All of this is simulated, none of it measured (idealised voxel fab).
process module | voxel released beams
cross-section cut | 255 nm wide | cells 5 nm
A cross-section is a grid of square cells, given in bands from the top down. A band is one or more rows of cells.
Each band's line starts with the height of the band's top and of its bottom, in nm. Then come its materials from left to right, each with its width in nm. One material with "throughout" fills the band from edge to edge. "air" is empty space.
Height 0 is the level under which the wafer as received is all one material. The lowest band goes on downwards, as in "0 down".
A width such as "30 to 40" changes by the same amount from each row of cells to the next, from the band's top row to its bottom row.
"no change" after a step means that no cell of the cross-section changed.
closed voids: empty space of 8 cells or more with no open way to the top, each as width x height at its distance from the left edge, in nm
after a step's settings: what the simulator itself notes on the step
overlay nm, on a step with a mask: how far to the right of its planned place the mask lay; to the left if negative
plan
1 op RECEIVE | material Si
2 op CONFORMAL_DEP | material Al2O3 | thk nm 5
3 op DIRECTIONAL_DEP | material SiO2 | thk nm 15
4 op MASKED_ETCH | tone open | mask id ANCHOR | width nm 40 | etch materials SiO2 | depth nm 15 | overlay nm 0
5 op CONFORMAL_DEP | material polySi | thk nm 15
6 op MASKED_ETCH | tone cover | mask id BEAM | width nm 125 | etch materials polySi | depth nm 15 | overlay nm 0
7 op STRIP | etch materials SiO2
first wafer, as planned
as received, after step 1
  0 down: Si throughout
  closed voids: none
after step 2
  5 to 0: Al2O3 throughout
  below 0: unchanged
after step 3
  20 to 5: SiO2 throughout
  below 5: unchanged
after step 4
  20 to 5: SiO2 65 | air 40 | SiO2 150
  below 5: unchanged
after step 5
  35 to 20: polySi 80 | air 10 | polySi 165
  20 to 5: SiO2 65 | polySi 40 | SiO2 150
  below 5: unchanged
after step 6
  35 to 20: air 60 | polySi 20 | air 10 | polySi 95 | air 70
  below 20: unchanged
after step 7
  35 to 20: air 60 | polySi 20 | air 10 | polySi 95 | air 70
  20 to 5: air 65 | polySi 40 | air 150
  below 5: unchanged
second wafer: like start, like plan, one mistake. Through step 2 it matches the first wafer
when step 3 should have ended
  15 to 5: SiO2 throughout
  below 5: unchanged
when step 4 should have ended
  15 to 5: SiO2 65 | air 40 | SiO2 150
  below 5: unchanged
when step 5 should have ended
  30 to 20: polySi 80 | air 10 | polySi 165
  20 to 15: polySi throughout
  15 to 5: SiO2 65 | polySi 40 | SiO2 150
  below 5: unchanged
when step 6 should have ended
  30 to 20: air 60 | polySi 20 | air 10 | polySi 95 | air 70
  20 to 15: air 60 | polySi 125 | air 70
  below 15: unchanged
when step 7 should have ended
  30 to 20: air 60 | polySi 20 | air 10 | polySi 95 | air 70
  20 to 15: air 60 | polySi 125 | air 70
  15 to 5: air 65 | polySi 40 | air 150
  below 5: unchanged
what went wrong: step 3 ran as: op DIRECTIONAL_DEP | material SiO2 | thk nm 10
at the end the second wafer has, in cells: 6 fewer of polySi
